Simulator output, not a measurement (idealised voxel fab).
The following process module bears the name voxel released beams.
Cross-sectional view cut (width: 205 nm; square cell size: 5 nm).
Notation: cross-section as square-cell grid; stated in bands, top first, going down; one or more cell rows per band.
Each band's line starts with the height of the band's top and of its bottom, in nm. Then come its materials from left to right, each with its width in nm. One material with "all across" fills the band from edge to edge. "air" is empty space.
All heights in this document are referenced to 0, defined as the level beneath which the wafer, as received, consists entirely of one material. The lowest band is not bounded below; it extends indefinitely downward and is written in the form "0 nm and below".
A width such as "30->40" changes by the same amount from each row of cells to the next, from the band's top row to its bottom row.
Any step labelled "everything unchanged" changed none of the cells in the cross-section.
The label "Cavities, sealed" introduces a list of the empty spaces, 8 cells or larger, that have no open way up to the top; each entry in it reads width x height at distance, where the distance is taken from the left edge and all three are stated in nm.
Past the settings on a step's line: simulator remark, on that step.
On any step carrying a mask, the "overlay nm" setting, if present on the step's line, tells how far right of its planned place the mask lay; negative values point to the left.
[This section lists the process steps that were planned]
1: RECEIVE (material Si)
2: CONFORMAL_DEP (material SiN; thk nm 10)
3: DIRECTIONAL_DEP (material SiO2; thk nm 20)
4: MASKED_ETCH (tone open; mask id ANCHOR; width nm 30; etch materials SiO2; depth nm 20; overlay nm 0)
5: CONFORMAL_DEP (material W; thk nm 10)
6: MASKED_ETCH (tone cover; mask id BEAM; width nm 85; etch materials W; depth nm 5; overlay nm 0)
7: STRIP (etch materials SiO2)
Quick note for whoever runs this: the wafers start identical, but the depth nm at step 6 isn't the same across them. The plan just shows what the first wafer had.
[The first of several wafers, as received after step 1, seen in section]
* 0 nm and below = Si all across
* Cavities, sealed: none
[First of several wafers: cross-section at the end of the module, after step 7, its last step]
* 40 nm to 35 nm = air=55, W=15, air=10, W=60, air=65
* 35 nm to 30 nm = W=70, air=10, W=125
* 30 nm to 20 nm = SiO2=60, W=10, air=10, W=10, SiO2=115
* 20 nm to 10 nm = SiO2=60, W=30, SiO2=115
* 10 nm to 0 nm = SiN all across
* 0 nm and below = Si all across
* Cavities, sealed: none
[Module end, final wafer: cross-section]
* 40 nm to 30 nm = air=55, W=15, air=10, W=60, air=65
* 30 nm to 20 nm = air=60, W=10, air=10, W=10, air=115
* 20 nm to 10 nm = air=60, W=30, air=115
* 10 nm to 0 nm = SiN all across
* 0 nm and below = Si all across
* Cavities, sealed: none
[Where each wafer stands at the end of the module, a row apiece: cells of each material gained (+) or lost (-) since it was received, then closed voids]
depth nm 5 | +82 SiN | +140 SiO2 | +74 W | Cavities, sealed: none
depth nm 10 | +82 SiN | +50 W | Cavities, sealed: none
depth nm 15 | +82 SiN | +50 W | Cavities, sealed: none
depth nm 20 | +82 SiN | +50 W | Cavities, sealed: none
depth nm 25 | +82 SiN | +50 W | Cavities, sealed: none
